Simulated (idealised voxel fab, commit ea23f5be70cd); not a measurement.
Module name: voxel wiring stack (process module)
Section shown: cut. Width: 235 nm. Cell size: 5 nm, square.
Cross-section format: a grid of square cells, given as bands from top to bottom; each band is one or more rows of cells. Band entry format. Leading values: height of top, height of bottom, nm. Remainder: materials in left-to-right order, each with its width in nm. Special words: "throughout" on a single material, which then fills the band edge to edge; "empty", empty space. It should be noted that heights are counted from 0, beneath which the wafer as supplied is of one material throughout, and that the lowest band possesses no lower boundary but continues downward, as written in "0 down". The width entry "30->40" should be interpreted row by row: the top row of cells in the band takes the first number, the bottom row takes the second number, and the change between adjacent rows is uniform throughout. Basically "no alterations made" means that step didn't change any cell in the cross-section. Entry "Enclosed void catalog" = empty spaces >= 8 cells with no open way to the top; each as width x height at distance, distance from left edge, all nm. Past the settings on a step's line: simulator remark, on that step. "overlay nm" on a masked step: distance the mask lay right of its planned place, negative for left. The remainder of this document consists of a sequence of paired cross-sections. Each pair presents the cross-section prior to one process step together with the cross-section following it, the latter being rendered only as deep as the lowest band that underwent change. The intervening step, together with its settings, is stated beneath each pair. Because the pairs may originate from different runs of this module on the same starting wafer, a given pair is to be read as continuing from the preceding pair only where its entry headed "Cross-section, before" so indicates.
Cross-section, before
* 95 to 90 = 80 of empty | 30 of Ru | 10 of empty | 30 of Ru | 85 of empty
* 90 to 70 = 85 of SiO2 | 5 of TiN | 10 of Cu | 5 of TiN | 20 of SiO2 | 5 of TiN | 10 of Cu | 5 of TiN | 90 of SiO2
* 70 to 65 = 85 of SiCN | 20 of TiN | 20 of SiCN | 20 of TiN | 90 of SiCN
* 65 to 50 = 85 of SiO2 | 5 of TiN | 5 of W | 5 of TiN | 25 of SiO2 | 5 of TiN | 5 of W | 5 of TiN | 95 of SiO2
* 50 to 45 = 85 of SiCN | 15 of TiN | 25 of SiCN | 15 of TiN | 95 of SiCN
* 45 to 20 = 85 of lowk | 20 of W | 20 of lowk | 20 of W | 90 of lowk
* 20 to 15 = 85 of lowk | 20 of TiN | 20 of lowk | 20 of TiN | 90 of lowk
* 15 to 0 = SiO2 throughout
* 0 down = Si throughout
* Enclosed void catalog: none
Resulting Cross-Section
* 125 to 120 = 80 of empty | 30 of lowk | 10 of empty | 30 of lowk | 85 of empty
* 120 to 95 = lowk throughout
* 95 to 90 = 80 of lowk | 30 of Ru | 10 of lowk | 30 of Ru | 85 of lowk
* Beneath the level 90, the cross-section is identical to its previous state.
* Enclosed void catalog: none
Step, pre vs post cross-sections above: DIRECTIONAL_DEP (material lowk; thk nm 30)
Cross-section, before: unchanged from the after cross-section in the pair immediately above; refer to that figure.
Resulting Cross-Section
* 145 to 125 = 85 of resist | 20 of empty | 20 of resist | 20 of empty | 90 of resist
* 125 to 120 = 80 of resist | 30 of lowk | 10 of resist | 30 of lowk | 85 of resist
* Beneath the level 120, the cross-section is identical to its previous state.
* Enclosed void catalog: none
Step, pre vs post cross-sections above: PATTERN (tone open; mask id METAL_3; material resist; width nm 20; pitch nm 40; thk nm 20; overlay nm 0)
Cross-section, before: unchanged from the after cross-section in the pair immediately above; refer to that figure.
Resulting Cross-Section
* 145 to 125 = 85 of resist | 20 of empty | 20 of resist | 20 of empty | 90 of resist
* 125 to 120 = 80 of resist | 5 of lowk | 20 of empty | 5 of lowk | 10 of resist | 5 of lowk | 20 of empty | 5 of lowk | 85 of resist
* 120 to 105 = 85 of lowk | 20 of empty | 20 of lowk | 20 of empty | 90 of lowk
* Beneath the level 105, the cross-section is identical to its previous state.
* Enclosed void catalog: none
Step, pre vs post cross-sections above: DIRECTIONAL_ETCH (etch materials lowk; depth nm 20)
Cross-section, before: unchanged from the after cross-section in the pair immediately above; refer to that figure.
Resulting Cross-Section
* 125 to 120 = 80 of empty | 5 of lowk | 20 of empty | 5 of lowk | 10 of empty | 5 of lowk | 20 of empty | 5 of lowk | 85 of empty
* Beneath the level 120, the cross-section is identical to its previous state.
* Enclosed void catalog: none
Step, pre vs post cross-sections above: STRIP (etch materials resist)
Cross-section, before: unchanged from the after cross-section in the pair immediately above; refer to that figure.
Resulting Cross-Section
* 135 to 130 = 80 of empty | 5 of aC | 20 of empty | 5 of aC | 10 of empty | 5 of aC | 20 of empty | 5 of aC | 85 of empty
* 130 to 125 = 85 of aC | 20 of empty | 20 of aC | 20 of empty | 90 of aC
* 125 to 120 = 80 of aC | 5 of lowk | 20 of empty | 5 of lowk | 10 of aC | 5 of lowk | 20 of empty | 5 of lowk | 85 of aC
* 120 to 115 = 85 of lowk | 20 of empty | 20 of lowk | 20 of empty | 90 of lowk
* 115 to 105 = 85 of lowk | 20 of aC | 20 of lowk | 20 of aC | 90 of lowk
* Beneath the level 105, the cross-section is identical to its previous state.
* Enclosed void catalog: none
Step, pre vs post cross-sections above: DIRECTIONAL_DEP (material aC; thk nm 10)
Cross-section, before: unchanged from the after cross-section in the pair immediately above; refer to that figure.
Resulting Cross-Section
* 160 to 135 = 85 of resist | 15 of empty | 135 of resist
* 135 to 130 = 80 of resist | 5 of aC | 15 of empty | 5 of resist | 5 of aC | 10 of resist | 5 of aC | 20 of resist | 5 of aC | 85 of resist
* 130 to 125 = 85 of aC | 15 of empty | 5 of resist | 20 of aC | 20 of resist | 90 of aC
* 125 to 120 = 80 of aC | 5 of lowk | 15 of empty | 5 of resist | 5 of lowk | 10 of aC | 5 of lowk | 20 of resist | 5 of lowk | 85 of aC
* 120 to 115 = 85 of lowk | 15 of empty | 5 of resist | 20 of lowk | 20 of resist | 90 of lowk
* Beneath the level 115, the cross-section is identical to its previous state.
* Enclosed void catalog: none
Step, pre vs post cross-sections above: PATTERN (tone open; mask id METAL_3_HOLES; material resist; width nm 15; thk nm 25; overlay nm 0)
Cross-section, before: unchanged from the after cross-section in the pair immediately above; refer to that figure.
Resulting Cross-Section
* 150 to 135 = 85 of resist | 15 of empty | 135 of resist
* 135 to 130 = 80 of resist | 5 of aC | 15 of empty | 5 of resist | 5 of aC | 10 of resist | 5 of aC | 20 of resist | 5 of aC | 85 of resist
* 130 to 125 = 85 of aC | 15 of empty | 5 of resist | 20 of aC | 20 of resist | 90 of aC
* 125 to 120 = 80 of aC | 5 of lowk | 15 of empty | 5 of resist | 5 of lowk | 10 of aC | 5 of lowk | 20 of resist | 5 of lowk | 85 of aC
* 120 to 115 = 85 of lowk | 15 of empty | 5 of resist | 20 of lowk | 20 of resist | 90 of lowk
* 115 to 105 = 85 of lowk | 15 of empty | 5 of aC | 20 of lowk | 20 of aC | 90 of lowk
* Beneath the level 105, the cross-section is identical to its previous state.
* Enclosed void catalog: none
Step, pre vs post cross-sections above: DIRECTIONAL_ETCH (etch materials aC; depth nm 10)
Cross-section, before: unchanged from the after cross-section in the pair immediately above; refer to that figure.
Resulting Cross-Section
* 135 to 130 = 80 of empty | 5 of aC | 20 of empty | 5 of aC | 10 of empty | 5 of aC | 20 of empty | 5 of aC | 85 of empty
* 130 to 125 = 85 of aC | 20 of empty | 20 of aC | 20 of empty | 90 of aC
* 125 to 120 = 80 of aC | 5 of lowk | 20 of empty | 5 of lowk | 10 of aC | 5 of lowk | 20 of empty | 5 of lowk | 85 of aC
* 120 to 115 = 85 of lowk | 20 of empty | 20 of lowk | 20 of empty | 90 of lowk
* Beneath the level 115, the cross-section is identical to its previous state.
* Enclosed void catalog: none
Step, pre vs post cross-sections above: STRIP (etch materials resist)
Cross-section, before: unchanged from the after cross-section in the pair immediately above; refer to that figure.
Resulting Cross-Section
* 135 to 130 = 80 of empty | 5 of aC | 20 of empty | 5 of aC | 10 of empty | 5 of aC | 20 of empty | 5 of aC | 85 of empty
* 130 to 125 = 85 of aC | 20 of empty | 20 of aC | 20 of empty | 90 of aC
* 125 to 120 = 80 of aC | 5 of lowk | 20 of empty | 5 of lowk | 10 of aC | 5 of lowk | 20 of empty | 5 of lowk | 85 of aC
* 120 to 115 = 85 of lowk | 20 of empty | 20 of lowk | 20 of empty | 90 of lowk
* 115 to 105 = 85 of lowk | 15 of empty | 5 of aC | 20 of lowk | 20 of aC | 90 of lowk
* 105 to 95 = 85 of lowk | 15 of empty | 135 of lowk
* Beneath the level 95, the cross-section is identical to its previous state.
* Enclosed void catalog: none
Step, pre vs post cross-sections above: DIRECTIONAL_ETCH (etch materials lowk; depth nm 10)
Cross-section, before: unchanged from the after cross-section in the pair immediately above; refer to that figure.
Resulting Cross-Section
* 125 to 120 = 80 of empty | 5 of lowk | 20 of empty | 5 of lowk | 10 of empty | 5 of lowk | 20 of empty | 5 of lowk | 85 of empty
* 120 to 105 = 85 of lowk | 20 of empty | 20 of lowk | 20 of empty | 90 of lowk
* Beneath the level 105, the cross-section is identical to its previous state.
* Enclosed void catalog: none
Step, pre vs post cross-sections above: STRIP (etch materials aC)
Cross-section, before: unchanged from the after cross-section in the pair immediately above; refer to that figure.
Resulting Cross-Section
* 130 to 125 = 75 of empty | 15 of TiN | 10 of empty | 30 of TiN | 10 of empty | 15 of TiN | 80 of empty
* 125 to 120 = 80 of TiN | 5 of lowk | 5 of TiN | 10 of empty | 5 of TiN | 5 of lowk | 10 of TiN | 5 of lowk | 5 of TiN | 10 of empty | 5 of TiN | 5 of lowk | 85 of TiN
* 120 to 110 = 85 of lowk | 5 of TiN | 10 of empty | 5 of TiN | 20 of lowk | 5 of TiN | 10 of empty | 5 of TiN | 90 of lowk
* 110 to 105 = 85 of lowk | 5 of TiN | 5 of empty | 10 of TiN | 20 of lowk | 20 of TiN | 90 of lowk
* 105 to 100 = 85 of lowk | 5 of TiN | 5 of empty | 5 of TiN | 135 of lowk
* 100 to 95 = 85 of lowk | 15 of TiN | 135 of lowk
* Beneath the level 95, the cross-section is identical to its previous state.
* Enclosed void catalog: none
Step, pre vs post cross-sections above: CONFORMAL_DEP (material TiN; thk nm 5)
Cross-section, before: unchanged from the after cross-section in the pair immediately above; refer to that figure.
Resulting Cross-Section
* 135 to 130 = Ru throughout
* 130 to 125 = 75 of Ru | 15 of TiN | 10 of Ru | 30 of TiN | 10 of Ru | 15 of TiN | 80 of Ru
* 125 to 120 = 80 of TiN | 5 of lowk | 5 of TiN | 10 of Ru | 5 of TiN | 5 of lowk | 10 of TiN | 5 of lowk | 5 of TiN | 10 of Ru | 5 of TiN | 5 of lowk | 85 of TiN
* 120 to 110 = 85 of lowk | 5 of TiN | 10 of Ru | 5 of TiN | 20 of lowk | 5 of TiN | 10 of Ru | 5 of TiN | 90 of lowk
* 110 to 105 = 85 of lowk | 5 of TiN | 5 of Ru | 10 of TiN | 20 of lowk | 20 of TiN | 90 of lowk
* 105 to 100 = 85 of lowk | 5 of TiN | 5 of Ru | 5 of TiN | 135 of lowk
* Beneath the level 100, the cross-section is identical to its previous state.
* Enclosed void catalog: none
Step, pre vs post cross-sections above: FILL_DEP (material Ru; thk nm 5)
Cross-section, before: unchanged from the after cross-section in the pair immediately above; refer to that figure.
Resulting Cross-Section
* 130 to 125 = 75 of Ru | 15 of TiN | 10 of Ru | 30 of TiN | 10 of Ru | 15 of TiN | 80 of Ru
* Beneath the level 125, the cross-section is identical to its previous state.
* Enclosed void catalog: none
Step, pre vs post cross-sections above: CMP (height nm 130)
Cross-section, before: unchanged from the after cross-section in the pair immediately above; refer to that figure.
Resulting Cross-Section
* 135 to 130 = SiCN throughout
* Beneath the level 130, the cross-section is identical to its previous state.
* Enclosed void catalog: none
Step, pre vs post cross-sections above: CONFORMAL_DEP (material SiCN; thk nm 5)
Cross-section, before: unchanged from the after cross-section in the pair immediately above; refer to that figure.
Resulting Cross-Section
* 145 to 135 = lowk throughout
* Beneath the level 135, the cross-section is identical to its previous state.
* Enclosed void catalog: none
Step, pre vs post cross-sections above: DIRECTIONAL_DEP (material lowk; thk nm 10)
Cross-section, before: unchanged from the after cross-section in the pair immediately above; refer to that figure.
Resulting Cross-Section
* 155 to 145 = aC throughout
* Beneath the level 145, the cross-section is identical to its previous state.
* Enclosed void catalog: none
Step, pre vs post cross-sections above: DIRECTIONAL_DEP (material aC; thk nm 10)
Cross-section, before: unchanged from the after cross-section in the pair immediately above; refer to that figure.
Resulting Cross-Section
* 180 to 155 = 85 of resist | 15 of empty | 25 of resist | 15 of empty | 95 of resist
* Beneath the level 155, the cross-section is identical to its previous state.
* Enclosed void catalog: none
Step, pre vs post cross-sections above: PATTERN (tone open; mask id PLUG_3; material resist; width nm 15; pitch nm 40; thk nm 25; overlay nm 0)
Cross-section, before: unchanged from the after cross-section in the pair immediately above; refer to that figure.
Resulting Cross-Section
* 170 to 155 = 85 of resist | 15 of empty | 25 of resist | 15 of empty | 95 of resist
* 155 to 145 = 85 of aC | 15 of empty | 25 of aC | 15 of empty | 95 of aC
* Beneath the level 145, the cross-section is identical to its previous state.
* Enclosed void catalog: none
Step, pre vs post cross-sections above: DIRECTIONAL_ETCH (etch materials aC; depth nm 10)
Cross-section, before: unchanged from the after cross-section in the pair immediately above; refer to that figure.
Resulting Cross-Section
* 155 to 145 = 85 of aC | 15 of empty | 25 of aC | 15 of empty | 95 of aC
* Beneath the level 145, the cross-section is identical to its previous state.
* Enclosed void catalog: none
Step, pre vs post cross-sections above: STRIP (etch materials resist)
Cross-section, before: unchanged from the after cross-section in the pair immediately above; refer to that figure.
Resulting Cross-Section
* 155 to 145 = 85 of aC | 15 of empty | 25 of aC | 15 of empty | 95 of aC
* 145 to 135 = 85 of lowk | 15 of empty | 25 of lowk | 15 of empty | 95 of lowk
* Beneath the level 135, the cross-section is identical to its previous state.
* Enclosed void catalog: none
Step, pre vs post cross-sections above: DIRECTIONAL_ETCH (etch materials lowk; depth nm 10)
Cross-section, before: unchanged from the after cross-section in the pair immediately above; refer to that figure.
Resulting Cross-Section
* 155 to 145 = 85 of aC | 15 of empty | 25 of aC | 15 of empty | 95 of aC
* 145 to 135 = 85 of lowk | 15 of empty | 25 of lowk | 15 of empty | 95 of lowk
* 135 to 130 = 85 of SiCN | 15 of empty | 25 of SiCN | 15 of empty | 95 of SiCN
* Beneath the level 130, the cross-section is identical to its previous state.
* Enclosed void catalog: none
Step, pre vs post cross-sections above: DIRECTIONAL_ETCH (etch materials SiCN; depth nm 5)
Cross-section, before: unchanged from the after cross-section in the pair immediately above; refer to that figure.
Resulting Cross-Section
* 145 to 135 = 85 of lowk | 15 of empty | 25 of lowk | 15 of empty | 95 of lowk
* Beneath the level 135, the cross-section is identical to its previous state.
* Enclosed void catalog: none
Step, pre vs post cross-sections above: STRIP (etch materials aC)
Cross-section, before: unchanged from the after cross-section in the pair immediately above; refer to that figure.
Resulting Cross-Section
* 150 to 145 = 90 of TiN | 5 of empty | 35 of TiN | 5 of empty | 100 of TiN
* 145 to 135 = 85 of lowk | 5 of TiN | 5 of empty | 5 of TiN | 25 of lowk | 5 of TiN | 5 of empty | 5 of TiN | 95 of lowk
* 135 to 130 = 85 of SiCN | 15 of TiN | 25 of SiCN | 15 of TiN | 95 of SiCN
* Beneath the level 130, the cross-section is identical to its previous state.
* Enclosed void catalog: none
Step, pre vs post cross-sections above: CONFORMAL_DEP (material TiN; thk nm 5)
Cross-section, before: unchanged from the after cross-section in the pair immediately above; refer to that figure.
Resulting Cross-Section
* 155 to 150 = Cu throughout
* 150 to 145 = 90 of TiN | 5 of Cu | 35 of TiN | 5 of Cu | 100 of TiN
* 145 to 135 = 85 of lowk | 5 of TiN | 5 of Cu | 5 of TiN | 25 of lowk | 5 of TiN | 5 of Cu | 5 of TiN | 95 of lowk
* Beneath the level 135, the cross-section is identical to its previous state.
* Enclosed void catalog: none
Step, pre vs post cross-sections above: FILL_DEP (material Cu; thk nm 5)
Cross-section, before: unchanged from the after cross-section in the pair immediately above; refer to that figure.
Resulting Cross-Section
* 145 to 135 = 85 of lowk | 5 of TiN | 5 of Cu | 5 of TiN | 25 of lowk | 5 of TiN | 5 of Cu | 5 of TiN | 95 of lowk
* Beneath the level 135, the cross-section is identical to its previous state.
* Enclosed void catalog: none
Step, pre vs post cross-sections above: CMP (height nm 145)
Cross-section, before: unchanged from the after cross-section in the pair immediately above; refer to that figure.
Resulting Cross-Section
* 150 to 145 = TiN throughout
* Beneath the level 145, the cross-section is identical to its previous state.
* Enclosed void catalog: none
Step, pre vs post cross-sections above: DIRECTIONAL_DEP (material TiN; thk nm 5)
Cross-section, before: unchanged from the after cross-section in the pair immediately above; refer to that figure.
Resulting Cross-Section
* 165 to 150 = Ru throughout
* Beneath the level 150, the cross-section is identical to its previous state.
* Enclosed void catalog: none
Step, pre vs post cross-sections above: DIRECTIONAL_DEP (material Ru; thk nm 15)
Cross-section, before: unchanged from the after cross-section in the pair immediately above; refer to that figure.
Resulting Cross-Section
* 175 to 165 = aC throughout
* Beneath the level 165, the cross-section is identical to its previous state.
* Enclosed void catalog: none
Step, pre vs post cross-sections above: DIRECTIONAL_DEP (material aC; thk nm 10)
Cross-section, before: unchanged from the after cross-section in the pair immediately above; refer to that figure.
Resulting Cross-Section
* 205 to 175 = 85 of empty | 20 of resist | 20 of empty | 20 of resist | 90 of empty
* Beneath the level 175, the cross-section is identical to its previous state.
* Enclosed void catalog: none
Step, pre vs post cross-sections above: PATTERN (tone cover; mask id METAL_4; material resist; width nm 20; pitch nm 40; thk nm 30; overlay nm 0)
Cross-section, before: unchanged from the after cross-section in the pair immediately above; refer to that figure.
Resulting Cross-Section
* 195 to 175 = 85 of empty | 20 of resist | 20 of empty | 20 of resist | 90 of empty
* 175 to 165 = 85 of empty | 20 of aC | 20 of empty | 20 of aC | 90 of empty
* Beneath the level 165, the cross-section is identical to its previous state.
* Enclosed void catalog: none
Step, pre vs post cross-sections above: DIRECTIONAL_ETCH (etch materials aC; depth nm 10)
Cross-section, before: unchanged from the after cross-section in the pair immediately above; refer to that figure.
Resulting Cross-Section
* 175 to 165 = 85 of empty | 20 of aC | 20 of empty | 20 of aC | 90 of empty
* Beneath the level 165, the cross-section is identical to its previous state.
* Enclosed void catalog: none
Step, pre vs post cross-sections above: STRIP (etch materials resist)
Cross-section, before: unchanged from the after cross-section in the pair immediately above; refer to that figure.
Resulting Cross-Section
* 175 to 165 = 85 of empty | 20 of aC | 20 of empty | 20 of aC | 90 of empty
* 165 to 150 = 85 of empty | 20 of Ru | 20 of empty | 20 of Ru | 90 of empty
* Beneath the level 150, the cross-section is identical to its previous state.
* Enclosed void catalog: none
Step, pre vs post cross-sections above: DIRECTIONAL_ETCH (etch materials Ru; depth nm 15)
Cross-section, before: unchanged from the after cross-section in the pair immediately above; refer to that figure.
Resulting Cross-Section
* 175 to 165 = 85 of empty | 20 of aC | 20 of empty | 20 of aC | 90 of empty
* 165 to 150 = 85 of empty | 20 of Ru | 20 of empty | 20 of Ru | 90 of empty
* 150 to 145 = 85 of empty | 20 of TiN | 20 of empty | 20 of TiN | 90 of empty
* Beneath the level 145, the cross-section is identical to its previous state.
* Enclosed void catalog: none
Step, pre vs post cross-sections above: DIRECTIONAL_ETCH (etch materials TiN; depth nm 5)
Cross-section, before: unchanged from the after cross-section in the pair immediately above; refer to that figure.
Resulting Cross-Section
* 165 to 150 = 85 of empty | 20 of Ru | 20 of empty | 20 of Ru | 90 of empty
* Beneath the level 150, the cross-section is identical to its previous state.
* Enclosed void catalog: none
Step, pre vs post cross-sections above: STRIP (etch materials aC)
Cross-section, before: unchanged from the after cross-section in the pair immediately above; refer to that figure.
Resulting Cross-Section
* 170 to 165 = 80 of empty | 30 of SiN | 10 of empty | 30 of SiN | 85 of empty
* 165 to 150 = 80 of empty | 5 of SiN | 20 of Ru | 5 of SiN | 10 of empty | 5 of SiN | 20 of Ru | 5 of SiN | 85 of empty
* 150 to 145 = 85 of SiN | 20 of TiN | 20 of SiN | 20 of TiN | 90 of SiN
* Beneath the level 145, the cross-section is identical to its previous state.
* Enclosed void catalog: none
Step, pre vs post cross-sections above: CONFORMAL_DEP (material SiN; thk nm 5)
Cross-section, before: unchanged from the after cross-section in the pair immediately above; refer to that figure.
Resulting Cross-Section
* 180 to 170 = SiO2 throughout
* 170 to 165 = 80 of SiO2 | 30 of SiN | 10 of SiO2 | 30 of SiN | 85 of SiO2
* 165 to 150 = 80 of SiO2 | 5 of SiN | 20 of Ru | 5 of SiN | 10 of SiO2 | 5 of SiN | 20 of Ru | 5 of SiN | 85 of SiO2
* Beneath the level 150, the cross-section is identical to its previous state.
* Enclosed void catalog: none
Step, pre vs post cross-sections above: FILL_DEP (material SiO2; thk nm 10)
Cross-section, before: unchanged from the after cross-section in the pair immediately above; refer to that figure.
Resulting Cross-Section
* 165 to 150 = 80 of SiO2 | 5 of SiN | 20 of Ru | 5 of SiN | 10 of SiO2 | 5 of SiN | 20 of Ru | 5 of SiN | 85 of SiO2
* Beneath the level 150, the cross-section is identical to its previous state.
* Enclosed void catalog: none
Step, pre vs post cross-sections above: CMP (height nm 165)
Cross-section, before: unchanged from the after cross-section in the pair immediately above; refer to that figure.
Resulting Cross-Section
* 170 to 165 = SiCN throughout
* Beneath the level 165, the cross-section is identical to its previous state.
* Enclosed void catalog: none
Step, pre vs post cross-sections above: CONFORMAL_DEP (material SiCN; thk nm 5)
Cross-section, before
* 15 to 0 = SiO2 throughout
* 0 down = Si throughout
* Enclosed void catalog: none
Resulting Cross-Section
* 30 to 0 = SiO2 throughout
* Beneath the level 0, the cross-section is identical to its previous state.
* Enclosed void catalog: none
Step, pre vs post cross-sections above: CONFORMAL_DEP (material SiO2; thk nm 15)
Cross-section, before: unchanged from the after cross-section in the pair immediately above; refer to that figure.
Resulting Cross-Section
* 35 to 30 = TiN throughout
* Beneath the level 30, the cross-section is identical to its previous state.
* Enclosed void catalog: none
Step, pre vs post cross-sections above: DIRECTIONAL_DEP (material TiN; thk nm 5)
Cross-section, before: unchanged from the after cross-section in the pair immediately above; refer to that figure.
Resulting Cross-Section
* 60 to 35 = W throughout
* Beneath the level 35, the cross-section is identical to its previous state.
* Enclosed void catalog: none
Step, pre vs post cross-sections above: DIRECTIONAL_DEP (material W; thk nm 25)
Cross-section, before: unchanged from the after cross-section in the pair immediately above; refer to that figure.
Resulting Cross-Section
* 75 to 60 = 85 of empty | 20 of resist | 20 of empty | 20 of resist | 90 of empty
* Beneath the level 60, the cross-section is identical to its previous state.
* Enclosed void catalog: none
Step, pre vs post cross-sections above: PATTERN (tone cover; mask id METAL_1; material resist; width nm 20; pitch nm 40; thk nm 15; overlay nm 0)
Cross-section, before: unchanged from the after cross-section in the pair immediately above; refer to that figure.
Resulting Cross-Section
* 75 to 60 = 85 of empty | 20 of resist | 20 of empty | 20 of resist | 90 of empty
* 60 to 35 = 85 of empty | 20 of W | 20 of empty | 20 of W | 90 of empty
* Beneath the level 35, the cross-section is identical to its previous state.
* Enclosed void catalog: none
Step, pre vs post cross-sections above: DIRECTIONAL_ETCH (etch materials W; depth nm 25)
Cross-section, before: unchanged from the after cross-section in the pair immediately above; refer to that figure.
Resulting Cross-Section
* 75 to 60 = 85 of empty | 20 of resist | 20 of empty | 20 of resist | 90 of empty
* 60 to 35 = 85 of empty | 20 of W | 20 of empty | 20 of W | 90 of empty
* 35 to 30 = 85 of empty | 20 of TiN | 20 of empty | 20 of TiN | 90 of empty
* Beneath the level 30, the cross-section is identical to its previous state.
* Enclosed void catalog: none
Step, pre vs post cross-sections above: DIRECTIONAL_ETCH (etch materials TiN; depth nm 5)
Cross-section, before: unchanged from the after cross-section in the pair immediately above; refer to that figure.
Resulting Cross-Section
* 60 to 35 = 85 of empty | 20 of W | 20 of empty | 20 of W | 90 of empty
* Beneath the level 35, the cross-section is identical to its previous state.
* Enclosed void catalog: none
Step, pre vs post cross-sections above: STRIP (etch materials resist)
Cross-section, before: unchanged from the after cross-section in the pair immediately above; refer to that figure.
Resulting Cross-Section
* 65 to 60 = lowk throughout
* 60 to 35 = 85 of lowk | 20 of W | 20 of lowk | 20 of W | 90 of lowk
* 35 to 30 = 85 of lowk | 20 of TiN | 20 of lowk | 20 of TiN | 90 of lowk
* Beneath the level 30, the cross-section is identical to its previous state.
* Enclosed void catalog: none
Step, pre vs post cross-sections above: FILL_DEP (material lowk; thk nm 5)
Cross-section, before: unchanged from the after cross-section in the pair immediately above; refer to that figure.
Resulting Cross-Section
* 45 to 35 = 85 of lowk | 20 of W | 20 of lowk | 20 of W | 90 of lowk
* Beneath the level 35, the cross-section is identical to its previous state.
* Enclosed void catalog: none
Step, pre vs post cross-sections above: CMP (height nm 45)
Cross-section, before: unchanged from the after cross-section in the pair immediately above; refer to that figure.
Resulting Cross-Section
* 50 to 45 = SiCN throughout
* Beneath the level 45, the cross-section is identical to its previous state.
* Enclosed void catalog: none
Step, pre vs post cross-sections above: CONFORMAL_DEP (material SiCN; thk nm 5)
Cross-section, before: unchanged from the after cross-section in the pair immediately above; refer to that figure.
Resulting Cross-Section
* 65 to 50 = SiO2 throughout
* Beneath the level 50, the cross-section is identical to its previous state.
* Enclosed void catalog: none
Step, pre vs post cross-sections above: DIRECTIONAL_DEP (material SiO2; thk nm 15)
Cross-section, before: unchanged from the after cross-section in the pair immediately above; refer to that figure.
Resulting Cross-Section
* 85 to 65 = 85 of resist | 15 of empty | 25 of resist | 15 of empty | 95 of resist
* Beneath the level 65, the cross-section is identical to its previous state.
* Enclosed void catalog: none
Step, pre vs post cross-sections above: PATTERN (tone open; mask id PLUG_1; material resist; width nm 15; pitch nm 40; thk nm 20; overlay nm 0)
Cross-section, before: unchanged from the after cross-section in the pair immediately above; refer to that figure.
Resulting Cross-Section
* 85 to 65 = 85 of resist | 15 of empty | 25 of resist | 15 of empty | 95 of resist
* 65 to 50 = 85 of SiO2 | 15 of empty | 25 of SiO2 | 15 of empty | 95 of SiO2
* Beneath the level 50, the cross-section is identical to its previous state.
* Enclosed void catalog: none
Step, pre vs post cross-sections above: DIRECTIONAL_ETCH (etch materials SiO2; depth nm 15)
Cross-section, before: unchanged from the after cross-section in the pair immediately above; refer to that figure.
Resulting Cross-Section
* 85 to 65 = 85 of resist | 15 of empty | 25 of resist | 15 of empty | 95 of resist
* 65 to 50 = 85 of SiO2 | 15 of empty | 25 of SiO2 | 15 of empty | 95 of SiO2
* 50 to 45 = 85 of SiCN | 15 of empty | 25 of SiCN | 15 of empty | 95 of SiCN
* Beneath the level 45, the cross-section is identical to its previous state.
* Enclosed void catalog: none
Step, pre vs post cross-sections above: DIRECTIONAL_ETCH (etch materials SiCN; depth nm 5)
Cross-section, before: unchanged from the after cross-section in the pair immediately above; refer to that figure.
Resulting Cross-Section
* 65 to 50 = 85 of SiO2 | 15 of empty | 25 of SiO2 | 15 of empty | 95 of SiO2
* Beneath the level 50, the cross-section is identical to its previous state.
* Enclosed void catalog: none
Step, pre vs post cross-sections above: STRIP (etch materials resist)
Cross-section, before: unchanged from the after cross-section in the pair immediately above; refer to that figure.
Resulting Cross-Section
* 70 to 65 = 90 of TiN | 5 of empty | 35 of TiN | 5 of empty | 100 of TiN
* 65 to 50 = 85 of SiO2 | 5 of TiN | 5 of empty | 5 of TiN | 25 of SiO2 | 5 of TiN | 5 of empty | 5 of TiN | 95 of SiO2
* 50 to 45 = 85 of SiCN | 15 of TiN | 25 of SiCN | 15 of TiN | 95 of SiCN
* Beneath the level 45, the cross-section is identical to its previous state.
* Enclosed void catalog: none
Step, pre vs post cross-sections above: CONFORMAL_DEP (material TiN; thk nm 5)
Cross-section, before: unchanged from the after cross-section in the pair immediately above; refer to that figure.
Resulting Cross-Section
* 80 to 70 = W throughout
* 70 to 65 = 90 of TiN | 5 of W | 35 of TiN | 5 of W | 100 of TiN
* 65 to 50 = 85 of SiO2 | 5 of TiN | 5 of W | 5 of TiN | 25 of SiO2 | 5 of TiN | 5 of W | 5 of TiN | 95 of SiO2
* Beneath the level 50, the cross-section is identical to its previous state.
* Enclosed void catalog: none
Step, pre vs post cross-sections above: FILL_DEP (material W; thk nm 10)
Cross-section, before: unchanged from the after cross-section in the pair immediately above; refer to that figure.
Resulting Cross-Section
* 65 to 50 = 85 of SiO2 | 5 of TiN | 5 of W | 5 of TiN | 25 of SiO2 | 5 of TiN | 5 of W | 5 of TiN | 95 of SiO2
* Beneath the level 50, the cross-section is identical to its previous state.
* Enclosed void catalog: none
Step, pre vs post cross-sections above: CMP (height nm 65)
Cross-section, before: unchanged from the after cross-section in the pair immediately above; refer to that figure.
Resulting Cross-Section
* 70 to 65 = SiCN throughout
* Beneath the level 65, the cross-section is identical to its previous state.
* Enclosed void catalog: none
Step, pre vs post cross-sections above: CONFORMAL_DEP (material SiCN; thk nm 5)
Cross-section, before: unchanged from the after cross-section in the pair immediately above; refer to that figure.
Resulting Cross-Section
* 90 to 70 = SiO2 throughout
* Beneath the level 70, the cross-section is identical to its previous state.
* Enclosed void catalog: none
Step, pre vs post cross-sections above: DIRECTIONAL_DEP (material SiO2; thk nm 20)
Cross-section, before: unchanged from the after cross-section in the pair immediately above; refer to that figure.
Resulting Cross-Section
* 105 to 90 = 85 of resist | 20 of empty | 20 of resist | 20 of empty | 90 of resist
* Beneath the level 90, the cross-section is identical to its previous state.
* Enclosed void catalog: none
Step, pre vs post cross-sections above: PATTERN (tone open; mask id METAL_2; material resist; width nm 20; pitch nm 40; thk nm 15; overlay nm 0)
Cross-section, before: unchanged from the after cross-section in the pair immediately above; refer to that figure.
Resulting Cross-Section
* 105 to 90 = 85 of resist | 20 of empty | 20 of resist | 20 of empty | 90 of resist
* 90 to 70 = 85 of SiO2 | 20 of empty | 20 of SiO2 | 20 of empty | 90 of SiO2
* Beneath the level 70, the cross-section is identical to its previous state.
* Enclosed void catalog: none
Step, pre vs post cross-sections above: DIRECTIONAL_ETCH (etch materials SiO2; depth nm 20)
Cross-section, before: unchanged from the after cross-section in the pair immediately above; refer to that figure.
Resulting Cross-Section
* 105 to 90 = 85 of resist | 20 of empty | 20 of resist | 20 of empty | 90 of resist
* 90 to 70 = 85 of SiO2 | 20 of empty | 20 of SiO2 | 20 of empty | 90 of SiO2
* 70 to 65 = 85 of SiCN | 20 of empty | 20 of SiCN | 20 of empty | 90 of SiCN
* Beneath the level 65, the cross-section is identical to its previous state.
* Enclosed void catalog: none
Step, pre vs post cross-sections above: DIRECTIONAL_ETCH (etch materials SiCN; depth nm 5)
Cross-section, before: unchanged from the after cross-section in the pair immediately above; refer to that figure.
Resulting Cross-Section
* 90 to 70 = 85 of SiO2 | 20 of empty | 20 of SiO2 | 20 of empty | 90 of SiO2
* Beneath the level 70, the cross-section is identical to its previous state.
* Enclosed void catalog: none
Step, pre vs post cross-sections above: STRIP (etch materials resist)
